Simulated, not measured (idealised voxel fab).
The process module that follows is named voxel transistor to metal.
It is cross-section cut that appears here, measuring 170 nm in width, its square cells being 5 nm in size.
Think of the cross-section as a grid of square cells. We describe it in bands, top to bottom, and each band covers one or more rows of those cells.
It is stipulated that each band's entry specify, in nanometres, the height of the top of the band and then that of its bottom, followed by the materials of the band in left-to-right sequence, each together with its width in nanometres. A single material marked by the word "everywhere" is understood to fill the band from edge to edge; the word "air" is understood to denote empty space.
Counting heights begins at 0, where everything beneath is, in the wafer as received, one material. The lowest band has no bottom; it goes on downwards, as "0 nm and below" shows.
Width spec "30->40" -> top row of cells at first value, bottom row at second value, equal per-row change in between.
You'll sometimes find "remains unaltered" written for a step, and that's the way of saying that nowhere in the cross-section did a cell change during that step.
For the entry "Closed void inventory", the listed items are empty spaces with no open way to the top whose size is 8 cells or more; each item follows the pattern width x height at distance, where distance is from the left edge and all three are in nm.
What comes after the settings on a step's line is commentary from the simulator itself on that step.
A step's line can hold "overlay nm"; with a mask on that step, the setting says how far right of the planned place the mask lay, while a negative setting says it lay to the left.

# Process steps - plan
- 1: RECEIVE: material Si
- 2: OXIDIZE: depth nm 5
- 3: CONFORMAL_DEP: material SiN, thk nm 15
- 4: PATTERN: tone cover, mask id ACTIVE, material resist, width nm 95, thk nm 15, overlay nm 0
- 5: DIRECTIONAL_ETCH: etch materials SiN, depth nm 15
- 6: DIRECTIONAL_ETCH: etch materials SiO2, depth nm 5
- 7: DIRECTIONAL_ETCH: etch materials Si, depth nm 25
- 8: STRIP: etch materials resist
- 9: OXIDIZE: depth nm 5
- 10: FILL_DEP: material SiO2, thk nm 10
- 11: CMP: height nm 15
- 12: SELECTIVE_ETCH: etch materials SiO2, depth nm 15
- 13: STRIP: etch materials SiN
- 14: SELECTIVE_ETCH: etch materials SiO2, depth nm 5
- 15: OXIDIZE: depth nm 5
- 16: DIRECTIONAL_DEP: material polySi, thk nm 30
- 17: DIRECTIONAL_DEP: material SiCN, thk nm 10
- 18: MASKED_ETCH: tone cover, mask id GATE, width nm 25, etch materials SiCN, depth nm 20, overlay nm 0
- 19: MASKED_ETCH: tone cover, mask id GATE, width nm 25, etch materials polySi, depth nm 40, overlay nm 0
- 20: CONFORMAL_DEP: material SiN, thk nm 10
- 21: DIRECTIONAL_ETCH: etch materials SiN, depth nm 10
- 22: DIRECTIONAL_ETCH: etch materials SiO2, depth nm 5
- 23: EPI: material nSi, thk nm 5
- 24: FILL_DEP: material SiO2, thk nm 5
- 25: CMP: height nm 35
- 26: DIRECTIONAL_DEP: material SiO2, thk nm 15
- 27: PATTERN: tone open, mask id CONTACT, material resist, width nm 25, pitch nm 60, thk nm 15, overlay nm 0
- 28: DIRECTIONAL_ETCH: etch materials SiO2, depth nm 55
- 29: STRIP: etch materials resist
- 30: CONFORMAL_DEP: material TiN, thk nm 5
- 31: FILL_DEP: material Ru, thk nm 5
- 32: CMP: height nm 50
- 33: CONFORMAL_DEP: material SiN, thk nm 5
- 34: DIRECTIONAL_DEP: material SiO2, thk nm 20
- 35: PATTERN: tone open, mask id METAL_1, material resist, width nm 15, pitch nm 70, thk nm 15, overlay nm 0
- 36: DIRECTIONAL_ETCH: etch materials SiO2, depth nm 20
- 37: DIRECTIONAL_ETCH: etch materials SiN, depth nm 5
- 38: STRIP: etch materials resist
- 39: CONFORMAL_DEP: material TiN, thk nm 5
- 40: FILL_DEP: material Ru, thk nm 10
- 41: CMP: height nm 75
- 42: CONFORMAL_DEP: material SiN, thk nm 5

# First of the two wafers, run per plan

# As-received wafer cross-section (after step 1)
    0 nm and below | Si everywhere
    Closed void inventory: none

# State of the wafer after step 2, shown in cross-section
    0 nm to -5 nm | SiO2 everywhere
    Below -5, no change.

# State of the wafer after step 3, shown in cross-section
    15 nm to 0 nm | SiN everywhere
    Below 0, no change.

# State of the wafer after step 4, shown in cross-section
    30 nm to 15 nm | air=35, then resist=95, then air=40
    Below 15, no change.

# State of the wafer after step 5, shown in cross-section
    30 nm to 15 nm | air=35, then resist=95, then air=40
    15 nm to 0 nm | air=35, then SiN=95, then air=40
    Below 0, no change.

# State of the wafer after step 6, shown in cross-section
    30 nm to 15 nm | air=35, then resist=95, then air=40
    15 nm to 0 nm | air=35, then SiN=95, then air=40
    0 nm to -5 nm | air=35, then SiO2=95, then air=40
    Below -5, no change.

# State of the wafer after step 7, shown in cross-section
    30 nm to 15 nm | air=35, then resist=95, then air=40
    15 nm to 0 nm | air=35, then SiN=95, then air=40
    0 nm to -5 nm | air=35, then SiO2=95, then air=40
    -5 nm to -30 nm | air=35, then Si=95, then air=40
    Below -30, no change.

# State of the wafer after step 8, shown in cross-section
    15 nm to 0 nm | air=35, then SiN=95, then air=40
    Below 0, no change.

# State of the wafer after step 9, shown in cross-section
    15 nm to 0 nm | air=35, then SiN=95, then air=40
    0 nm to -5 nm | air=35, then SiO2=95, then air=40
    -5 nm to -30 nm | air=35, then SiO2=5, then Si=85, then SiO2=5, then air=40
    -30 nm to -35 nm | SiO2=40, then Si=85, then SiO2=45
    Below -35, no change.

# State of the wafer after step 10, shown in cross-section
    25 nm to 15 nm | SiO2 everywhere
    15 nm to 0 nm | SiO2=35, then SiN=95, then SiO2=40
    0 nm to -5 nm | SiO2 everywhere
    -5 nm to -35 nm | SiO2=40, then Si=85, then SiO2=45
    Below -35, no change.

# State of the wafer after step 11, shown in cross-section
    15 nm to 0 nm | SiO2=35, then SiN=95, then SiO2=40
    Below 0, no change.

# State of the wafer after step 12, shown in cross-section
    15 nm to 0 nm | air=35, then SiN=95, then air=40
    Below 0, no change.

# State of the wafer after step 13, shown in cross-section
    0 nm to -5 nm | SiO2 everywhere
    Below -5, no change.

# State of the wafer after step 14, shown in cross-section
    -5 nm to -35 nm | SiO2=40, then Si=85, then SiO2=45
    Below -35, no change.

# State of the wafer after step 15, shown in cross-section
    -5 nm to -10 nm | SiO2 everywhere
    Below -10, no change.

# State of the wafer after step 16, shown in cross-section
    25 nm to -5 nm | polySi everywhere
    Below -5, no change.

# State of the wafer after step 17, shown in cross-section
    35 nm to 25 nm | SiCN everywhere
    Below 25, no change.

# State of the wafer after step 18, shown in cross-section
    35 nm to 25 nm | air=70, then SiCN=25, then air=75
    Below 25, no change.

# State of the wafer after step 19, shown in cross-section
    35 nm to 25 nm | air=70, then SiCN=25, then air=75
    25 nm to -5 nm | air=70, then polySi=25, then air=75
    Below -5, no change.

# State of the wafer after step 20, shown in cross-section
    45 nm to 35 nm | air=60, then SiN=45, then air=65
    35 nm to 25 nm | air=60, then SiN=10, then SiCN=25, then SiN=10, then air=65
    25 nm to 5 nm | air=60, then SiN=10, then polySi=25, then SiN=10, then air=65
    5 nm to -5 nm | SiN=70, then polySi=25, then SiN=75
    Below -5, no change.

# State of the wafer after step 21, shown in cross-section
    35 nm to 25 nm | air=60, then SiN=10, then SiCN=25, then SiN=10, then air=65
    25 nm to -5 nm | air=60, then SiN=10, then polySi=25, then SiN=10, then air=65
    Below -5, no change.

# State of the wafer after step 22, shown in cross-section
    35 nm to 25 nm | air=60, then SiN=10, then SiCN=25, then SiN=10, then air=65
    25 nm to -5 nm | air=60, then SiN=10, then polySi=25, then SiN=10, then air=65
    -5 nm to -10 nm | air=60, then SiO2=45, then air=65
    Below -10, no change.

# State of the wafer after step 23, shown in cross-section
    35 nm to 25 nm | air=60, then SiN=10, then SiCN=25, then SiN=10, then air=65
    25 nm to -5 nm | air=60, then SiN=10, then polySi=25, then SiN=10, then air=65
    -5 nm to -10 nm | air=35, then nSi=25, then SiO2=45, then nSi=25, then air=40
    Below -10, no change.

# State of the wafer after step 24, shown in cross-section
    40 nm to 35 nm | SiO2 everywhere
    35 nm to 25 nm | SiO2=60, then SiN=10, then SiCN=25, then SiN=10, then SiO2=65
    25 nm to -5 nm | SiO2=60, then SiN=10, then polySi=25, then SiN=10, then SiO2=65
    -5 nm to -10 nm | SiO2=35, then nSi=25, then SiO2=45, then nSi=25, then SiO2=40
    Below -10, no change.

# State of the wafer after step 25, shown in cross-section
    35 nm to 25 nm | SiO2=60, then SiN=10, then SiCN=25, then SiN=10, then SiO2=65
    Below 25, no change.

# State of the wafer after step 26, shown in cross-section
    50 nm to 35 nm | SiO2 everywhere
    Below 35, no change.

# State of the wafer after step 27, shown in cross-section
    65 nm to 50 nm | resist=40, then air=25, then resist=35, then air=25, then resist=45
    Below 50, no change.

# State of the wafer after step 28, shown in cross-section
    65 nm to 50 nm | resist=40, then air=25, then resist=35, then air=25, then resist=45
    50 nm to 35 nm | SiO2=40, then air=25, then SiO2=35, then air=25, then SiO2=45
    35 nm to 25 nm | SiO2=40, then air=20, then SiN=10, then SiCN=25, then SiN=10, then air=20, then SiO2=45
    25 nm to -5 nm | SiO2=40, then air=20, then SiN=10, then polySi=25, then SiN=10, then air=20, then SiO2=45
    Below -5, no change.

# State of the wafer after step 29, shown in cross-section
    50 nm to 35 nm | SiO2=40, then air=25, then SiO2=35, then air=25, then SiO2=45
    Below 35, no change.

# State of the wafer after step 30, shown in cross-section
    55 nm to 50 nm | TiN=45, then air=15, then TiN=45, then air=15, then TiN=50
    50 nm to 40 nm | SiO2=40, then TiN=5, then air=15, then TiN=5, then SiO2=35, then TiN=5, then air=15, then TiN=5, then SiO2=45
    40 nm to 35 nm | SiO2=40, then TiN=5, then air=10, then TiN=10, then SiO2=35, then TiN=10, then air=10, then TiN=5, then SiO2=45
    35 nm to 25 nm | SiO2=40, then TiN=5, then air=10, then TiN=5, then SiN=10, then SiCN=25, then SiN=10, then TiN=5, then air=10, then TiN=5, then SiO2=45
    25 nm to 0 nm | SiO2=40, then TiN=5, then air=10, then TiN=5, then SiN=10, then polySi=25, then SiN=10, then TiN=5, then air=10, then TiN=5, then SiO2=45
    0 nm to -5 nm | SiO2=40, then TiN=20, then SiN=10, then polySi=25, then SiN=10, then TiN=20, then SiO2=45
    Below -5, no change.

# State of the wafer after step 31, shown in cross-section
    60 nm to 55 nm | Ru everywhere
    55 nm to 50 nm | TiN=45, then Ru=15, then TiN=45, then Ru=15, then TiN=50
    50 nm to 40 nm | SiO2=40, then TiN=5, then Ru=15, then TiN=5, then SiO2=35, then TiN=5, then Ru=15, then TiN=5, then SiO2=45
    40 nm to 35 nm | SiO2=40, then TiN=5, then Ru=10, then TiN=10, then SiO2=35, then TiN=10, then Ru=10, then TiN=5, then SiO2=45
    35 nm to 25 nm | SiO2=40, then TiN=5, then Ru=10, then TiN=5, then SiN=10, then SiCN=25, then SiN=10, then TiN=5, then Ru=10, then TiN=5, then SiO2=45
    25 nm to 0 nm | SiO2=40, then TiN=5, then Ru=10, then TiN=5, then SiN=10, then polySi=25, then SiN=10, then TiN=5, then Ru=10, then TiN=5, then SiO2=45
    Below 0, no change.

# State of the wafer after step 32, shown in cross-section
    50 nm to 40 nm | SiO2=40, then TiN=5, then Ru=15, then TiN=5, then SiO2=35, then TiN=5, then Ru=15, then TiN=5, then SiO2=45
    Below 40, no change.

# State of the wafer after step 33, shown in cross-section
    55 nm to 50 nm | SiN everywhere
    Below 50, no change.

# State of the wafer after step 34, shown in cross-section
    75 nm to 55 nm | SiO2 everywhere
    Below 55, no change.

# State of the wafer after step 35, shown in cross-section
    90 nm to 75 nm | resist=40, then air=15, then resist=55, then air=15, then resist=45
    Below 75, no change.

# State of the wafer after step 36, shown in cross-section
    90 nm to 75 nm | resist=40, then air=15, then resist=55, then air=15, then resist=45
    75 nm to 55 nm | SiO2=40, then air=15, then SiO2=55, then air=15, then SiO2=45
    Below 55, no change.

# State of the wafer after step 37, shown in cross-section
    90 nm to 75 nm | resist=40, then air=15, then resist=55, then air=15, then resist=45
    75 nm to 55 nm | SiO2=40, then air=15, then SiO2=55, then air=15, then SiO2=45
    55 nm to 50 nm | SiN=40, then air=15, then SiN=55, then air=15, then SiN=45
    Below 50, no change.

# State of the wafer after step 38, shown in cross-section
    75 nm to 55 nm | SiO2=40, then air=15, then SiO2=55, then air=15, then SiO2=45
    Below 55, no change.

# State of the wafer after step 39, shown in cross-section
    80 nm to 75 nm | TiN=45, then air=5, then TiN=65, then air=5, then TiN=50
    75 nm to 55 nm | SiO2=40, then TiN=5, then air=5, then TiN=5, then SiO2=55, then TiN=5, then air=5, then TiN=5, then SiO2=45
    55 nm to 50 nm | SiN=40, then TiN=15, then SiN=55, then TiN=15, then SiN=45
    Below 50, no change.

# State of the wafer after step 40, shown in cross-section
    90 nm to 80 nm | Ru everywhere
    80 nm to 75 nm | TiN=45, then Ru=5, then TiN=65, then Ru=5, then TiN=50
    75 nm to 55 nm | SiO2=40, then TiN=5, then Ru=5, then TiN=5, then SiO2=55, then TiN=5, then Ru=5, then TiN=5, then SiO2=45
    Below 55, no change.

# State of the wafer after step 41, shown in cross-section
    75 nm to 55 nm | SiO2=40, then TiN=5, then Ru=5, then TiN=5, then SiO2=55, then TiN=5, then Ru=5, then TiN=5, then SiO2=45
    Below 55, no change.

# State of the wafer after step 42, shown in cross-section
    80 nm to 75 nm | SiN everywhere
    Below 75, no change.

# Wafer two of the pair: same origin, same plan, one error during the run; identical to wafer one up to and including step 34

# At the planned end of step 35, the second wafer in cross-section
    90 nm to 75 nm | air=40, then resist=15, then air=55, then resist=15, then air=45
    Below 75, no change.

# At the planned end of step 36, the second wafer in cross-section
    90 nm to 75 nm | air=40, then resist=15, then air=55, then resist=15, then air=45
    75 nm to 55 nm | air=40, then SiO2=15, then air=55, then SiO2=15, then air=45
    Below 55, no change.

# At the planned end of step 37, the second wafer in cross-section
    90 nm to 75 nm | air=40, then resist=15, then air=55, then resist=15, then air=45
    75 nm to 55 nm | air=40, then SiO2=15, then air=55, then SiO2=15, then air=45
    55 nm to 50 nm | air=40, then SiN=15, then air=55, then SiN=15, then air=45
    Below 50, no change.

# At the planned end of step 38, the second wafer in cross-section
    75 nm to 55 nm | air=40, then SiO2=15, then air=55, then SiO2=15, then air=45
    Below 55, no change.

# At the planned end of step 39, the second wafer in cross-section
    80 nm to 75 nm | air=35, then TiN=25, then air=45, then TiN=25, then air=40
    75 nm to 55 nm | air=35, then TiN=5, then SiO2=15, then TiN=5, then air=45, then TiN=5, then SiO2=15, then TiN=5, then air=40
    55 nm to 50 nm | TiN=40, then SiN=15, then TiN=55, then SiN=15, then TiN=45
    Below 50, no change.

# At the planned end of step 40, the second wafer in cross-section
    90 nm to 80 nm | Ru everywhere
    80 nm to 75 nm | Ru=35, then TiN=25, then Ru=45, then TiN=25, then Ru=40
    75 nm to 55 nm | Ru=35, then TiN=5, then SiO2=15, then TiN=5, then Ru=45, then TiN=5, then SiO2=15, then TiN=5, then Ru=40
    Below 55, no change.

# At the planned end of step 41, the second wafer in cross-section
    75 nm to 55 nm | Ru=35, then TiN=5, then SiO2=15, then TiN=5, then Ru=45, then TiN=5, then SiO2=15, then TiN=5, then Ru=40
    Below 55, no change.

# At the planned end of step 42, the second wafer in cross-section
    80 nm to 75 nm | SiN everywhere
    Below 75, no change.
What went wrong in running the wafer? off-plan run, step 35, actual operation and settings PATTERN: tone cover, mask id METAL_1, material resist, width nm 15, pitch nm 70, thk nm 15, overlay nm 0
Once processing is complete, comparing cell counts shows that the second wafer has more or fewer of certain materials than the first: Ru: 88 more, SiN: 22 fewer, SiO2: 88 fewer, TiN: 22 more
